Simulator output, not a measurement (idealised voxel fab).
process module | voxel self aligned contacts
cross-section cut | 230 nm wide | cells 5 nm
A cross-section is a grid of square cells, given in bands from the top down. A band is one or more rows of cells.
Each band's line starts with the height of the band's top and of its bottom, in nm. Then come its materials from left to right, each with its width in nm. One material with "throughout" fills the band from edge to edge. "air" is empty space.
Height 0 is the level under which the wafer as received is all one material. The lowest band goes on downwards, as in "0 down".
A width such as "30 to 40" changes by the same amount from each row of cells to the next, from the band's top row to its bottom row.
"no change" after a step means that no cell of the cross-section changed.
closed voids: empty space of 8 cells or more with no open way to the top, each as width x height at its distance from the left edge, in nm
after a step's settings: what the simulator itself notes on the step
overlay nm, on a step with a mask: how far to the right of its planned place the mask lay; to the left if negative
plan
1 op RECEIVE | material Si
2 op OXIDIZE | depth nm 5
3 op DIRECTIONAL_DEP | material polySi | thk nm 30
4 op DIRECTIONAL_DEP | material SiN | thk nm 25
5 op PATTERN | tone cover | mask id GATE | material resist | width nm 20 | pitch nm 65 | thk nm 20 | overlay nm 0
6 op DIRECTIONAL_ETCH | etch materials SiN | depth nm 25
7 op DIRECTIONAL_ETCH | etch materials polySi | depth nm 30
8 op STRIP | etch materials resist
9 op CONFORMAL_DEP | material SiN | thk nm 10
10 op DIRECTIONAL_ETCH | etch materials SiN | depth nm 10
11 op FILL_DEP | material SiO2 | thk nm 20
12 op CMP | height nm 65
13 op DIRECTIONAL_DEP | material aC | thk nm 15
14 op PATTERN | tone open | mask id CONTACT | material resist | width nm 45 | pitch nm 65 | thk nm 35 | overlay nm 0
15 op DIRECTIONAL_ETCH | etch materials aC | depth nm 15
16 op STRIP | etch materials resist
17 op DIRECTIONAL_ETCH | etch materials SiO2 | depth nm 70
18 op STRIP | etch materials aC
19 op CONFORMAL_DEP | material TiN | thk nm 5
20 op FILL_DEP | material W | thk nm 10
21 op CMP | height nm 65
22 op CONFORMAL_DEP | material SiCN | thk nm 5
varied across the wafers: width nm of step 5. The plan shows the first wafer's value. All wafers start alike
first wafer as received, after step 1
  0 down: Si throughout
  closed voids: none
each wafer at the end: cells of each material gained (+) or lost (-) since it was received, then its closed voids
width nm 20 | -46 Si | +46 SiCN | +192 SiN | +224 SiO2 | +70 TiN | +86 W | +72 polySi | closed voids: none
width nm 25 | -46 Si | +46 SiCN | +207 SiN | +215 SiO2 | +70 TiN | +62 W | +90 polySi | closed voids: none
width nm 30 | -46 Si | +46 SiCN | +222 SiN | +206 SiO2 | +70 TiN | +38 W | +108 polySi | closed voids: none
width nm 35 | -46 Si | +46 SiCN | +237 SiN | +197 SiO2 | +70 TiN | +14 W | +126 polySi | closed voids: none
width nm 40 | -46 Si | +46 SiCN | +252 SiN | +188 SiO2 | +46 TiN | +14 W | +144 polySi | closed voids: none
width nm 45 | -46 Si | +46 SiCN | +267 SiN | +179 SiO2 | +22 TiN | +14 W | +162 polySi | closed voids: none
